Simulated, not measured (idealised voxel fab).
Process module in this document: voxel ribs on slabs
cross-section cut | 255 nm wide | cells 5 nm
Square cells in a grid make up a cross-section in this document, and the grid is given as bands, listed from the top down, each one or more rows of cells. The entry gives the band's vertical extent as a top height and a bottom height in nm, then its horizontal make-up as materials from left to right, each with a width in nm. "blank" stands for empty space; a single material marked "all across" fills the band edge to edge. Below 0: as-received wafer, all one material; heights counted from there. Lowest band: no bottom, goes on down, written "from 0 down". With a width like "30..40", each row of cells in the band differs from the next by the same amount, the top row carrying the first number and the bottom row the second. A step reported as "nothing changed" is a step in which no cell of the cross-section changed. The entry titled "Closed voids list" provides the empty spaces that have no open way to the top, restricted to those of 8 cells or more. Each is presented as width x height at distance, the distance being measured from the left edge, with all three in nm. Where a step's line continues beyond its settings, the continuation is a remark by the simulator itself on that step. The optional step-line setting "overlay nm" applies to steps with a mask and quantifies how far to the right of its planned location the mask lay, a negative value indicating leftward placement.
PLAN
step 1: RECEIVE [material Si]
step 2: DIRECTIONAL_DEP [material SiO2] [thk nm 30]
step 3: DIRECTIONAL_DEP [material polySi] [thk nm 15]
step 4: MASKED_ETCH [tone cover] [mask id RIB] [width nm 20] [etch materials polySi] [depth nm 10] [overlay nm 0]
step 5: DIRECTIONAL_DEP [material aC] [thk nm 10]
step 6: PATTERN [tone cover] [mask id SLAB] [material resist] [width nm 80] [thk nm 25] [overlay nm 0]
step 7: DIRECTIONAL_ETCH [etch materials aC] [depth nm 10]
step 8: STRIP [etch materials resist]
step 9: DIRECTIONAL_ETCH [etch materials polySi] [depth nm 5]
step 10: STRIP [etch materials aC]
step 11: FILL_DEP [material SiO2] [thk nm 20]
step 12: CMP [height nm 60]
step 13: DIRECTIONAL_DEP [material W] [thk nm 10]
step 14: DIRECTIONAL_DEP [material aC] [thk nm 15]
step 15: PATTERN [tone cover] [mask id HEATER] [material resist] [width nm 30] [thk nm 30] [overlay nm 0]
step 16: DIRECTIONAL_ETCH [etch materials aC] [depth nm 15]
step 17: STRIP [etch materials resist]
step 18: DIRECTIONAL_ETCH [etch materials W] [depth nm 10]
step 19: STRIP [etch materials aC]
step 20: CONFORMAL_DEP [material SiO2] [thk nm 10]
THE FOLLOWING PERTAINS TO THE FIRST OF TWO WAFERS, WHICH WAS PROCESSED AS PLANNED
DELIVERED WAFER IN CROSS-SECTION: STATE AFTER STEP 1
from 0 down | Si all across
Closed voids list: none
WAFER AFTER STEP 2 (CROSS-SECTION)
from 30 to 0 | SiO2 all across
Under 0: no change, same as before.
WAFER AFTER STEP 3 (CROSS-SECTION)
from 45 to 30 | polySi all across
Under 30: no change, same as before.
WAFER AFTER STEP 4 (CROSS-SECTION)
from 45 to 35 | blank (115); polySi (20); blank (120)
Under 35: no change, same as before.
WAFER AFTER STEP 5 (CROSS-SECTION)
from 55 to 45 | blank (115); aC (20); blank (120)
from 45 to 35 | aC (115); polySi (20); aC (120)
Under 35: no change, same as before.
WAFER AFTER STEP 6 (CROSS-SECTION)
from 80 to 55 | blank (85); resist (80); blank (90)
from 55 to 45 | blank (85); resist (30); aC (20); resist (30); blank (90)
Under 45: no change, same as before.
WAFER AFTER STEP 7 (CROSS-SECTION)
from 70 to 55 | blank (85); resist (80); blank (90)
from 55 to 45 | blank (85); resist (30); aC (20); resist (30); blank (90)
from 45 to 35 | blank (85); aC (30); polySi (20); aC (30); blank (90)
Under 35: no change, same as before.
WAFER AFTER STEP 8 (CROSS-SECTION)
from 55 to 45 | blank (115); aC (20); blank (120)
Under 45: no change, same as before.
WAFER AFTER STEP 9 (CROSS-SECTION)
from 55 to 45 | blank (115); aC (20); blank (120)
from 45 to 35 | blank (85); aC (30); polySi (20); aC (30); blank (90)
from 35 to 30 | blank (85); polySi (80); blank (90)
Under 30: no change, same as before.
WAFER AFTER STEP 10 (CROSS-SECTION)
from 45 to 35 | blank (115); polySi (20); blank (120)
Under 35: no change, same as before.
WAFER AFTER STEP 11 (CROSS-SECTION)
from 65 to 45 | SiO2 all across
from 45 to 35 | SiO2 (115); polySi (20); SiO2 (120)
from 35 to 30 | SiO2 (85); polySi (80); SiO2 (90)
Under 30: no change, same as before.
WAFER AFTER STEP 12 (CROSS-SECTION)
from 60 to 45 | SiO2 all across
Under 45: no change, same as before.
WAFER AFTER STEP 13 (CROSS-SECTION)
from 70 to 60 | W all across
Under 60: no change, same as before.
WAFER AFTER STEP 14 (CROSS-SECTION)
from 85 to 70 | aC all across
Under 70: no change, same as before.
WAFER AFTER STEP 15 (CROSS-SECTION)
from 115 to 85 | blank (110); resist (30); blank (115)
Under 85: no change, same as before.
WAFER AFTER STEP 16 (CROSS-SECTION)
from 100 to 85 | blank (110); resist (30); blank (115)
from 85 to 70 | blank (110); aC (30); blank (115)
Under 70: no change, same as before.
WAFER AFTER STEP 17 (CROSS-SECTION)
from 85 to 70 | blank (110); aC (30); blank (115)
Under 70: no change, same as before.
WAFER AFTER STEP 18 (CROSS-SECTION)
from 85 to 70 | blank (110); aC (30); blank (115)
from 70 to 60 | blank (110); W (30); blank (115)
Under 60: no change, same as before.
WAFER AFTER STEP 19 (CROSS-SECTION)
from 70 to 60 | blank (110); W (30); blank (115)
Under 60: no change, same as before.
WAFER AFTER STEP 20 (CROSS-SECTION)
from 80 to 70 | blank (100); SiO2 (50); blank (105)
from 70 to 60 | SiO2 (110); W (30); SiO2 (115)
Under 60: no change, same as before.
SECOND WAFER: LIKE START, LIKE PLAN, ONE MISTAKE. THROUGH STEP 1 IT MATCHES THE FIRST WAFER
WHEN STEP 2 SHOULD HAVE ENDED
from 15 to 0 | polySi all across
Under 0: no change, same as before.
WHEN STEP 3 SHOULD HAVE ENDED
from 45 to 15 | SiO2 all across
Under 15: no change, same as before.
when step 4 should have ended: nothing changed
WHEN STEP 5 SHOULD HAVE ENDED
from 55 to 45 | aC all across
Under 45: no change, same as before.
WHEN STEP 6 SHOULD HAVE ENDED
from 80 to 55 | blank (85); resist (80); blank (90)
Under 55: no change, same as before.
WHEN STEP 7 SHOULD HAVE ENDED
from 70 to 55 | blank (85); resist (80); blank (90)
from 55 to 45 | blank (85); aC (80); blank (90)
Under 45: no change, same as before.
WHEN STEP 8 SHOULD HAVE ENDED
from 55 to 45 | blank (85); aC (80); blank (90)
Under 45: no change, same as before.
when step 9 should have ended: nothing changed
WHEN STEP 10 SHOULD HAVE ENDED
from 45 to 15 | SiO2 all across
Under 15: no change, same as before.
WHEN STEP 11 SHOULD HAVE ENDED
from 65 to 15 | SiO2 all across
Under 15: no change, same as before.
WHEN STEP 12 SHOULD HAVE ENDED
from 60 to 15 | SiO2 all across
Under 15: no change, same as before.
WHEN STEP 13 SHOULD HAVE ENDED
from 70 to 60 | W all across
Under 60: no change, same as before.
WHEN STEP 14 SHOULD HAVE ENDED
from 85 to 70 | aC all across
Under 70: no change, same as before.
WHEN STEP 15 SHOULD HAVE ENDED
from 115 to 85 | blank (110); resist (30); blank (115)
Under 85: no change, same as before.
WHEN STEP 16 SHOULD HAVE ENDED
from 100 to 85 | blank (110); resist (30); blank (115)
from 85 to 70 | blank (110); aC (30); blank (115)
Under 70: no change, same as before.
WHEN STEP 17 SHOULD HAVE ENDED
from 85 to 70 | blank (110); aC (30); blank (115)
Under 70: no change, same as before.
WHEN STEP 18 SHOULD HAVE ENDED
from 85 to 70 | blank (110); aC (30); blank (115)
from 70 to 60 | blank (110); W (30); blank (115)
Under 60: no change, same as before.
WHEN STEP 19 SHOULD HAVE ENDED
from 70 to 60 | blank (110); W (30); blank (115)
Under 60: no change, same as before.
WHEN STEP 20 SHOULD HAVE ENDED
from 80 to 70 | blank (100); SiO2 (50); blank (105)
from 70 to 60 | SiO2 (110); W (30); SiO2 (115)
Under 60: no change, same as before.
The mistake made against the process plan was this: step 3 occupied the plan position of step 2, and the converse holds as well
The final cell counts differ between the wafers, with the second having more or fewer of some materials than the first: -129 SiO2, +129 polySi
